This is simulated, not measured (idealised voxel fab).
voxel gate over fins: a process module
For reference, the cross-section in this document is cut, with width 210 nm and square cells of 5 nm.
A cross-section in this document is a grid of square cells, and it is written down as bands, the top band listed before the ones below it; a band is made up of one or more rows of cells.
Each band's line starts with the height of the band's top and of its bottom, in nm. Then come its materials from left to right, each with its width in nm. One material with "edge to edge" fills the band from edge to edge. "air" is empty space.
Heads up on the height convention: 0 is the point under which the incoming wafer is all one material, and the lowest band has no bottom, it just keeps going down, like "0..down".
The expression "30 to 40" gives the width at the extremes of the band, the first number at its top row of cells and the second at its bottom row, with the width changing by equal amounts from each row to the next in between.
The designation "no modifications", where it is given for a processing step, indicates that no cell of the cross-section was altered in the course of that step.
The entry "Fully closed voids" lists the empty spaces that cover at least 8 cells and have no open path to the top. Each is written as width x height at distance, where the distance is measured from the left edge and all three values are in nm.
On each step's line, the part that comes after the settings is the simulator's own comment on the step.
If you see "overlay nm" on a step's line and that step has a mask, it's telling you how far right of where it was planned the mask ended up; a negative number means it went left instead.
Here's what the planned process steps look like:
1. RECEIVE: material Si
2. CONFORMAL_DEP: material SiN, thk nm 5
3. DIRECTIONAL_DEP: material aC, thk nm 10
4. PATTERN: tone cover, mask id FINS, material resist, width nm 15, pitch nm 40, thk nm 30, overlay nm 0
5. DIRECTIONAL_ETCH: etch materials aC, depth nm 10
6. STRIP: etch materials resist
7. DIRECTIONAL_ETCH: etch materials SiN, depth nm 5
8. DIRECTIONAL_ETCH: etch materials Si, depth nm 40
9. STRIP: etch materials aC
10. OXIDIZE: depth nm 5
11. FILL_DEP: material SiO2, thk nm 10
12. CMP: height nm 5
13. SELECTIVE_ETCH: etch materials SiO2, depth nm 20
14. STRIP: etch materials SiN
15. CONFORMAL_DEP: material HfO2, thk nm 5
16. CONFORMAL_DEP: material TiN, thk nm 5
17. CONFORMAL_DEP: material TiAl, thk nm 5
18. CONFORMAL_DEP: material TiN, thk nm 5
19. FILL_DEP: material W, thk nm 10
20. CMP: height nm 25
21. CONFORMAL_DEP: material SiN, thk nm 10
As-received state of the wafer in cross-section, equivalent to post-step 1:
  0..down  Si edge to edge
  Fully closed voids: none
Cross-section: first of two wafers, module finished, run according to plan:
  35..25  SiN edge to edge
  25..20  W edge to edge
  20..15  60 of W, then 85 of TiN, then 65 of W
  15..10  60 of W, then 5 of TiN, then 35 of TiAl, then 5 of TiN, then 35 of TiAl, then 5 of TiN, then 65 of W
  10..5  60 of W, then 5 of TiN, then 5 of TiAl, then 25 of TiN, then 5 of TiAl, then 5 of TiN, then 5 of TiAl, then 25 of TiN, then 5 of TiAl, then 5 of TiN, then 65 of W
  5..0  65 of TiN, then 5 of TiAl, then 5 of TiN, then 15 of HfO2, then 5 of TiN, then 5 of TiAl, then 5 of TiN, then 5 of TiAl, then 5 of TiN, then 15 of HfO2, then 5 of TiN, then 5 of TiAl, then 70 of TiN
  0..-5  70 of TiAl, then 5 of TiN, then 5 of HfO2, then 5 of Si, then 5 of HfO2, then 5 of TiN, then 15 of TiAl, then 5 of TiN, then 5 of HfO2, then 5 of Si, then 5 of HfO2, then 5 of TiN, then 75 of TiAl
  -5..-10  75 of TiN, then 5 of HfO2, then 5 of Si, then 5 of HfO2, then 25 of TiN, then 5 of HfO2, then 5 of Si, then 5 of HfO2, then 80 of TiN
  -10..-15  80 of HfO2, then 5 of Si, then 35 of HfO2, then 5 of Si, then 85 of HfO2
  -15..-45  80 of SiO2, then 5 of Si, then 35 of SiO2, then 5 of Si, then 85 of SiO2
  -45..down  Si edge to edge
  Fully closed voids: none
Second of two wafers, module complete, sectioned: it shares the first wafer's start and plan but was run with one mistake:
  35..25  SiN edge to edge
  25..20  W edge to edge
  20..15  60 of W, then 85 of TiAl, then 65 of W
  15..5  60 of W, then 5 of TiAl, then 35 of TiN, then 5 of TiAl, then 35 of TiN, then 5 of TiAl, then 65 of W
  5..0  65 of TiAl, then 10 of TiN, then 15 of HfO2, then 10 of TiN, then 5 of TiAl, then 10 of TiN, then 15 of HfO2, then 10 of TiN, then 70 of TiAl
  0..-10  75 of TiN, then 5 of HfO2, then 5 of Si, then 5 of HfO2, then 25 of TiN, then 5 of HfO2, then 5 of Si, then 5 of HfO2, then 80 of TiN
  -10..-15  80 of HfO2, then 5 of Si, then 35 of HfO2, then 5 of Si, then 85 of HfO2
  -15..-45  80 of SiO2, then 5 of Si, then 35 of SiO2, then 5 of Si, then 85 of SiO2
  -45..down  Si edge to edge
  Fully closed voids: none
Here's what went sideways: steps 17 and 18 of the plan were each performed in the slot designated for the other
Wrapping up, a cell-based count of both wafers puts the second over or under the first for these materials: TiAl -3 | TiN +3
